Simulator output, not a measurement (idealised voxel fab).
Process module, titled voxel tone inversion
For reference, the cross-section in this document is cut, with width 160 nm and square cells of 5 nm.
This document writes a cross-section as a grid whose cells are square, and gives it as bands, listed from the top down; one or more rows of cells form a band.
Basically the band line says how high the top is and how high the bottom is, in nm, and then what's in it from left to right, every material with its width in nm. Empty space shows up as "empty", and if a single material carries "edge to edge" it runs the full band edge to edge.
Basically, 0 is our baseline, since under it the wafer straight out of the box is all one material. The bottom band has no lower end and keeps on going down, so it looks like "0 nm and below".
Quick explanation for "30..40": the width changes in equal steps down the rows of cells, from the first number in the band's top row to the second number in its bottom row.
Where the words "no modifications" appear for a step, the cross-section shows no cell changed by that step; every cell remained as before.
This entry, "Voids, sealed", enumerates those empty regions of no fewer than 8 cells that possess no open connection to the top. Each region is reported in the form width x height at distance, the distance being taken from the left edge, with all three quantities expressed in nm.
It should be noted that, on the line of a given step, the content following the step's settings is a remark produced by the simulator itself with respect to that step.
Regarding "overlay nm": on a step with a mask, it is the distance the mask lay to the right of its planned place; a negative value places it to the left.
For the reader: what remains of this document is a series of pairs, each showing a cross-section before one process step and a cross-section after that step which reaches down only to the lowest band that changed, with the step between them and its settings set out under the pair. It should not be assumed that a pair continues from the pair above it; the pairs can come from different runs of this module on the same starting wafer, and such continuity exists only where the entry headed "before" says so.
Before:
* 0 nm and below: Si edge to edge
* Voids, sealed: none
Post-Process Section:
* 5 nm to 0 nm: SiCN edge to edge
* Under 0: no change, same as before.
* Voids, sealed: none
Between before and after as drawn above: op CONFORMAL_DEP | material SiCN | thk nm 5
before: after-step cross-section of the pair just above applies.
Post-Process Section:
* 30 nm to 5 nm: polySi edge to edge
* Under 5: no change, same as before.
* Voids, sealed: none
Between before and after as drawn above: op DIRECTIONAL_DEP | material polySi | thk nm 25
before: after-step cross-section of the pair just above applies.
Post-Process Section:
* 65 nm to 30 nm: empty 40; resist 25; empty 25; resist 25; empty 45
* Under 30: no change, same as before.
* Voids, sealed: none
Between before and after as drawn above: op PATTERN | tone cover | mask id POSTS | material resist | width nm 25 | pitch nm 50 | thk nm 35 | overlay nm 0
before: after-step cross-section of the pair just above applies.
Post-Process Section:
* 65 nm to 30 nm: empty 40; resist 25; empty 25; resist 25; empty 45
* 30 nm to 5 nm: empty 40; polySi 25; empty 25; polySi 25; empty 45
* Under 5: no change, same as before.
* Voids, sealed: none
Between before and after as drawn above: op DIRECTIONAL_ETCH | etch materials polySi | depth nm 25
before: after-step cross-section of the pair just above applies.
Post-Process Section:
* 30 nm to 5 nm: empty 40; polySi 25; empty 25; polySi 25; empty 45
* Under 5: no change, same as before.
* Voids, sealed: none
Between before and after as drawn above: op STRIP | etch materials resist
before: after-step cross-section of the pair just above applies.
Post-Process Section:
* 40 nm to 30 nm: SiO2 edge to edge
* 30 nm to 5 nm: SiO2 40; polySi 25; SiO2 25; polySi 25; SiO2 45
* Under 5: no change, same as before.
* Voids, sealed: none
Between before and after as drawn above: op FILL_DEP | material SiO2 | thk nm 10
before: after-step cross-section of the pair just above applies.
Post-Process Section:
* 30 nm to 5 nm: SiO2 40; polySi 25; SiO2 25; polySi 25; SiO2 45
* Under 5: no change, same as before.
* Voids, sealed: none
Between before and after as drawn above: op CMP | height nm 30
before: after-step cross-section of the pair just above applies.
Post-Process Section:
* 30 nm to 5 nm: SiO2 40; empty 25; SiO2 25; empty 25; SiO2 45
* Under 5: no change, same as before.
* Voids, sealed: none
Between before and after as drawn above: op STRIP | etch materials polySi
Before:
* 0 nm and below: Si edge to edge
* Voids, sealed: none
Post-Process Section:
* 25 nm to 0 nm: polySi edge to edge
* Under 0: no change, same as before.
* Voids, sealed: none
Between before and after as drawn above: op DIRECTIONAL_DEP | material polySi | thk nm 25
before: after-step cross-section of the pair just above applies.
Post-Process Section:
* 60 nm to 25 nm: empty 40; resist 25; empty 25; resist 25; empty 45
* Under 25: no change, same as before.
* Voids, sealed: none
Between before and after as drawn above: op PATTERN | tone cover | mask id POSTS | material resist | width nm 25 | pitch nm 50 | thk nm 35 | overlay nm 0
before: after-step cross-section of the pair just above applies.
Post-Process Section:
* 60 nm to 25 nm: empty 40; resist 25; empty 25; resist 25; empty 45
* 25 nm to 0 nm: empty 40; polySi 25; empty 25; polySi 25; empty 45
* Under 0: no change, same as before.
* Voids, sealed: none
Between before and after as drawn above: op DIRECTIONAL_ETCH | etch materials polySi | depth nm 25
before: after-step cross-section of the pair just above applies.
Post-Process Section:
* 25 nm to 0 nm: empty 40; polySi 25; empty 25; polySi 25; empty 45
* Under 0: no change, same as before.
* Voids, sealed: none
Between before and after as drawn above: op STRIP | etch materials resist
before: after-step cross-section of the pair just above applies.
Post-Process Section:
* 35 nm to 25 nm: SiO2 edge to edge
* 25 nm to 0 nm: SiO2 40; polySi 25; SiO2 25; polySi 25; SiO2 45
* Under 0: no change, same as before.
* Voids, sealed: none
Between before and after as drawn above: op FILL_DEP | material SiO2 | thk nm 10
before: after-step cross-section of the pair just above applies.
Post-Process Section:
* 30 nm to 25 nm: SiO2 edge to edge
* Under 25: no change, same as before.
* Voids, sealed: none
Between before and after as drawn above: op CMP | height nm 30
Before:
* 25 nm to 0 nm: polySi edge to edge
* 0 nm and below: Si edge to edge
* Voids, sealed: none
Post-Process Section:
* 30 nm to 25 nm: SiCN edge to edge
* Under 25: no change, same as before.
* Voids, sealed: none
Between before and after as drawn above: op CONFORMAL_DEP | material SiCN | thk nm 5
before: after-step cross-section of the pair just above applies.
Post-Process Section:
* 65 nm to 30 nm: empty 40; resist 25; empty 25; resist 25; empty 45
* Under 30: no change, same as before.
* Voids, sealed: none
Between before and after as drawn above: op PATTERN | tone cover | mask id POSTS | material resist | width nm 25 | pitch nm 50 | thk nm 35 | overlay nm 0
before: after-step cross-section of the pair just above applies.
Post-Process Section:
* 30 nm to 25 nm: SiCN edge to edge
* Under 25: no change, same as before.
* Voids, sealed: none
Between before and after as drawn above: op STRIP | etch materials resist
before: after-step cross-section of the pair just above applies.
Post-Process Section:
* 40 nm to 30 nm: SiO2 edge to edge
* Under 30: no change, same as before.
* Voids, sealed: none
Between before and after as drawn above: op FILL_DEP | material SiO2 | thk nm 10
before: after-step cross-section of the pair just above applies.
Post-Process Section:
* 30 nm to 25 nm: SiCN edge to edge
* Under 25: no change, same as before.
* Voids, sealed: none
Between before and after as drawn above: op CMP | height nm 30
Before:
* 40 nm to 30 nm: SiO2 edge to edge
* 30 nm to 5 nm: SiO2 40; polySi 25; SiO2 25; polySi 25; SiO2 45
* 5 nm to 0 nm: SiCN edge to edge
* 0 nm and below: Si edge to edge
* Voids, sealed: none
Post-Process Section:
* 35 nm to 30 nm: SiO2 edge to edge
* Under 30: no change, same as before.
* Voids, sealed: none
Between before and after as drawn above: op CMP | height nm 35
Before:
* 30 nm to 5 nm: polySi edge to edge
* 5 nm to 0 nm: SiCN edge to edge
* 0 nm and below: Si edge to edge
* Voids, sealed: none
Post-Process Section:
* 65 nm to 30 nm: empty 40; resist 30; empty 20; resist 30; empty 40
* Under 30: no change, same as before.
* Voids, sealed: none
Between before and after as drawn above: op PATTERN | tone cover | mask id POSTS | material resist | width nm 30 | pitch nm 50 | thk nm 35 | overlay nm 0
before: after-step cross-section of the pair just above applies.
Post-Process Section:
* 65 nm to 30 nm: empty 40; resist 30; empty 20; resist 30; empty 40
* 30 nm to 5 nm: empty 40; polySi 30; empty 20; polySi 30; empty 40
* Under 5: no change, same as before.
* Voids, sealed: none
Between before and after as drawn above: op DIRECTIONAL_ETCH | etch materials polySi | depth nm 25
before: after-step cross-section of the pair just above applies.
Post-Process Section:
* 30 nm to 5 nm: empty 40; polySi 30; empty 20; polySi 30; empty 40
* Under 5: no change, same as before.
* Voids, sealed: none
Between before and after as drawn above: op STRIP | etch materials resist
before: after-step cross-section of the pair just above applies.
Post-Process Section:
* 40 nm to 30 nm: SiO2 edge to edge
* 30 nm to 5 nm: SiO2 40; polySi 30; SiO2 20; polySi 30; SiO2 40
* Under 5: no change, same as before.
* Voids, sealed: none
Between before and after as drawn above: op FILL_DEP | material SiO2 | thk nm 10
before: after-step cross-section of the pair just above applies.
Post-Process Section:
* 30 nm to 5 nm: SiO2 40; polySi 30; SiO2 20; polySi 30; SiO2 40
* Under 5: no change, same as before.
* Voids, sealed: none
Between before and after as drawn above: op CMP | height nm 30
before: after-step cross-section of the pair just above applies.
Post-Process Section:
* 30 nm to 5 nm: SiO2 40; empty 30; SiO2 20; empty 30; SiO2 40
* Under 5: no change, same as before.
* Voids, sealed: none
Between before and after as drawn above: op STRIP | etch materials polySi
Before:
* 30 nm to 5 nm: polySi edge to edge
* 5 nm to 0 nm: SiCN edge to edge
* 0 nm and below: Si edge to edge
* Voids, sealed: none
Post-Process Section:
* 65 nm to 30 nm: empty 35; resist 25; empty 25; resist 25; empty 50
* Under 30: no change, same as before.
* Voids, sealed: none
Between before and after as drawn above: op PATTERN | tone cover | mask id POSTS | material resist | width nm 25 | pitch nm 50 | thk nm 35 | overlay nm -5
before: after-step cross-section of the pair just above applies.
Post-Process Section:
* 65 nm to 30 nm: empty 35; resist 25; empty 25; resist 25; empty 50
* 30 nm to 5 nm: empty 35; polySi 25; empty 25; polySi 25; empty 50
* Under 5: no change, same as before.
* Voids, sealed: none
Between before and after as drawn above: op DIRECTIONAL_ETCH | etch materials polySi | depth nm 25
before: after-step cross-section of the pair just above applies.
Post-Process Section:
* 30 nm to 5 nm: empty 35; polySi 25; empty 25; polySi 25; empty 50
* Under 5: no change, same as before.
* Voids, sealed: none
Between before and after as drawn above: op STRIP | etch materials resist
before: after-step cross-section of the pair just above applies.
Post-Process Section:
* 40 nm to 30 nm: SiO2 edge to edge
* 30 nm to 5 nm: SiO2 35; polySi 25; SiO2 25; polySi 25; SiO2 50
* Under 5: no change, same as before.
* Voids, sealed: none
Between before and after as drawn above: op FILL_DEP | material SiO2 | thk nm 10
before: after-step cross-section of the pair just above applies.
Post-Process Section:
* 30 nm to 5 nm: SiO2 35; polySi 25; SiO2 25; polySi 25; SiO2 50
* Under 5: no change, same as before.
* Voids, sealed: none
Between before and after as drawn above: op CMP | height nm 30
before: after-step cross-section of the pair just above applies.
Post-Process Section:
* 30 nm to 5 nm: SiO2 35; empty 25; SiO2 25; empty 25; SiO2 50
* Under 5: no change, same as before.
* Voids, sealed: none
Between before and after as drawn above: op STRIP | etch materials polySi
Before:
* 30 nm to 5 nm: empty 40; polySi 25; empty 25; polySi 25; empty 45
* 5 nm to 0 nm: SiCN edge to edge
* 0 nm and below: Si edge to edge
* Voids, sealed: none
Post-Process Section:
* 40 nm to 30 nm: SiCN edge to edge
* 30 nm to 5 nm: SiCN 40; polySi 25; SiCN 25; polySi 25; SiCN 45
* Under 5: no change, same as before.
* Voids, sealed: none
Between before and after as drawn above: op FILL_DEP | material SiCN | thk nm 10
before: after-step cross-section of the pair just above applies.
Post-Process Section:
* 30 nm to 5 nm: SiCN 40; polySi 25; SiCN 25; polySi 25; SiCN 45
* Under 5: no change, same as before.
* Voids, sealed: none
Between before and after as drawn above: op CMP | height nm 30
before: after-step cross-section of the pair just above applies.
Post-Process Section:
* 30 nm to 5 nm: SiCN 40; empty 25; SiCN 25; empty 25; SiCN 45
* Under 5: no change, same as before.
* Voids, sealed: none
Between before and after as drawn above: op STRIP | etch materials polySi
Before:
* 30 nm to 5 nm: polySi edge to edge
* 5 nm to 0 nm: SiCN edge to edge
* 0 nm and below: Si edge to edge
* Voids, sealed: none
Post-Process Section:
* 65 nm to 30 nm: resist 40; empty 25; resist 25; empty 25; resist 45
* Under 30: no change, same as before.
* Voids, sealed: none
Between before and after as drawn above: op PATTERN | tone open | mask id POSTS | material resist | width nm 25 | pitch nm 50 | thk nm 35 | overlay nm 0
before: after-step cross-section of the pair just above applies.
Post-Process Section:
* 65 nm to 30 nm: resist 40; empty 25; resist 25; empty 25; resist 45
* 30 nm to 5 nm: polySi 40; empty 25; polySi 25; empty 25; polySi 45
* Under 5: no change, same as before.
* Voids, sealed: none
Between before and after as drawn above: op DIRECTIONAL_ETCH | etch materials polySi | depth nm 25
before: after-step cross-section of the pair just above applies.
Post-Process Section:
* 30 nm to 5 nm: polySi 40; empty 25; polySi 25; empty 25; polySi 45
* Under 5: no change, same as before.
* Voids, sealed: none
Between before and after as drawn above: op STRIP | etch materials resist
before: after-step cross-section of the pair just above applies.
Post-Process Section:
* 40 nm to 30 nm: SiO2 edge to edge
* 30 nm to 5 nm: polySi 40; SiO2 25; polySi 25; SiO2 25; polySi 45
* Under 5: no change, same as before.
* Voids, sealed: none
Between before and after as drawn above: op FILL_DEP | material SiO2 | thk nm 10
before: after-step cross-section of the pair just above applies.
Post-Process Section:
* 30 nm to 5 nm: polySi 40; SiO2 25; polySi 25; SiO2 25; polySi 45
* Under 5: no change, same as before.
* Voids, sealed: none
Between before and after as drawn above: op CMP | height nm 30
before: after-step cross-section of the pair just above applies.
Post-Process Section:
* 30 nm to 5 nm: empty 40; SiO2 25; empty 25; SiO2 25; empty 45
* Under 5: no change, same as before.
* Voids, sealed: none
Between before and after as drawn above: op STRIP | etch materials polySi
